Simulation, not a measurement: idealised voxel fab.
process module | voxel capacitor over wiring
Xsec cut, 280 nm wide, square cell size 5 nm.
Square cells in a grid make up a cross-section in this document, and the grid is given as bands, listed from the top down, each one or more rows of cells.
Band entry format. Leading values: height of top, height of bottom, nm. Remainder: materials in left-to-right order, each with its width in nm. Special words: "everywhere" on a single material, which then fills the band edge to edge; "blank", empty space.
Counting heights begins at 0, where everything beneath is, in the wafer as received, one material. The lowest band has no bottom; it goes on downwards, as "0 nm and below" shows.
So if you see something like "30 to 40" for the width, read it as the top row of the band sitting at the first number and the bottom row at the second, with every row in between moving by the same amount as the last.
Step marked "nothing got changed"? Then no cell in the cross-section changed in it.
This entry, "Sealed cavities", enumerates those empty regions of no fewer than 8 cells that possess no open connection to the top. Each region is reported in the form width x height at distance, the distance being taken from the left edge, with all three quantities expressed in nm.
Where a step's line continues beyond its settings, the continuation is a remark by the simulator itself on that step.
A step's line can hold "overlay nm"; with a mask on that step, the setting says how far right of the planned place the mask lay, while a negative setting says it lay to the left.
This section lists the process steps that were planned
- 1: RECEIVE | material Si
- 2: CONFORMAL_DEP | material SiO2 | thk nm 15
- 3: CONFORMAL_DEP | material SiCN | thk nm 5
- 4: DIRECTIONAL_DEP | material lowk | thk nm 25
- 5: PATTERN | tone open | mask id METAL_1 | material resist | width nm 20 | pitch nm 90 | thk nm 15 | overlay nm 0
- 6: DIRECTIONAL_ETCH | etch materials lowk | depth nm 25
- 7: DIRECTIONAL_ETCH | etch materials SiCN | depth nm 5
- 8: STRIP | etch materials resist
- 9: CONFORMAL_DEP | material TiN | thk nm 5
- 10: FILL_DEP | material W | thk nm 5
- 11: CMP | height nm 45
- 12: EPI | material Ru | thk nm 5
- 13: FILL_DEP | material SiCN | thk nm 5
- 14: DIRECTIONAL_DEP | material SiO2 | thk nm 20
- 15: MASKED_ETCH | tone open | mask id PLUG_1 | width nm 15 | etch materials SiO2 | depth nm 20 | overlay nm 0
- 16: MASKED_ETCH | tone open | mask id PLUG_1 | width nm 15 | etch materials SiCN | depth nm 5 | overlay nm 0
- 17: CONFORMAL_DEP | material TiN | thk nm 5
- 18: FILL_DEP | material W | thk nm 10
- 19: CMP | height nm 75
- 20: DIRECTIONAL_DEP | material TiN | thk nm 5
- 21: DIRECTIONAL_DEP | material SiN | thk nm 5
- 22: DIRECTIONAL_DEP | material TiN | thk nm 5
- 23: MASKED_ETCH | tone cover | mask id UPPER_PLATE | width nm 75 | etch materials TiN | depth nm 5 | overlay nm 0
- 24: MASKED_ETCH | tone cover | mask id UPPER_PLATE | width nm 75 | etch materials SiN | depth nm 5 | overlay nm 0
- 25: MASKED_ETCH | tone cover | mask id LOWER_PLATE | width nm 85 | etch materials TiN | depth nm 5 | overlay nm 0
- 26: FILL_DEP | material SiO2 | thk nm 20
- 27: CMP | height nm 105
- 28: PATTERN | tone open | mask id PLUG_2 | material resist | width nm 15 | thk nm 15 | overlay nm 0
- 29: DIRECTIONAL_ETCH | etch materials SiO2 | depth nm 15
- 30: STRIP | etch materials resist
- 31: CONFORMAL_DEP | material TiN | thk nm 5
- 32: FILL_DEP | material W | thk nm 10
- 33: CMP | height nm 105
- 34: CONFORMAL_DEP | material SiN | thk nm 5
Received-state cross-section, reflecting completion of step 1
0 nm and below = Si everywhere
Sealed cavities: none
Starting wafer: above. Plan: above. Run: one mistake. Cross-section after the module: below
110 nm to 105 nm = SiN everywhere
105 nm to 95 nm = 100 nm SiO2  5 nm TiN  5 nm W  5 nm TiN  165 nm SiO2
95 nm to 90 nm = 100 nm SiO2  15 nm TiN  165 nm SiO2
90 nm to 85 nm = 85 nm SiO2  5 nm TiN  75 nm SiO2  5 nm TiN  110 nm SiO2
85 nm to 80 nm = SiN everywhere
80 nm to 75 nm = TiN everywhere
75 nm to 55 nm = 90 nm SiO2  5 nm TiN  5 nm W  5 nm TiN  175 nm SiO2
55 nm to 50 nm = 90 nm SiCN  15 nm TiN  175 nm SiCN
50 nm to 45 nm = 80 nm SiCN  30 nm Ru  60 nm SiCN  30 nm Ru  80 nm SiCN
45 nm to 20 nm = 85 nm lowk  5 nm TiN  10 nm W  5 nm TiN  70 nm lowk  5 nm TiN  10 nm W  5 nm TiN  85 nm lowk
20 nm to 15 nm = 85 nm SiCN  20 nm TiN  70 nm SiCN  20 nm TiN  85 nm SiCN
15 nm to 0 nm = SiO2 everywhere
0 nm and below = Si everywhere
Sealed cavities: none
Nonconformance to the process plan: step 23 ran differently from the plan; actual operation with settings: MASKED_ETCH | tone open | mask id UPPER_PLATE | width nm 75 | etch materials TiN | depth nm 5 | overlay nm 0
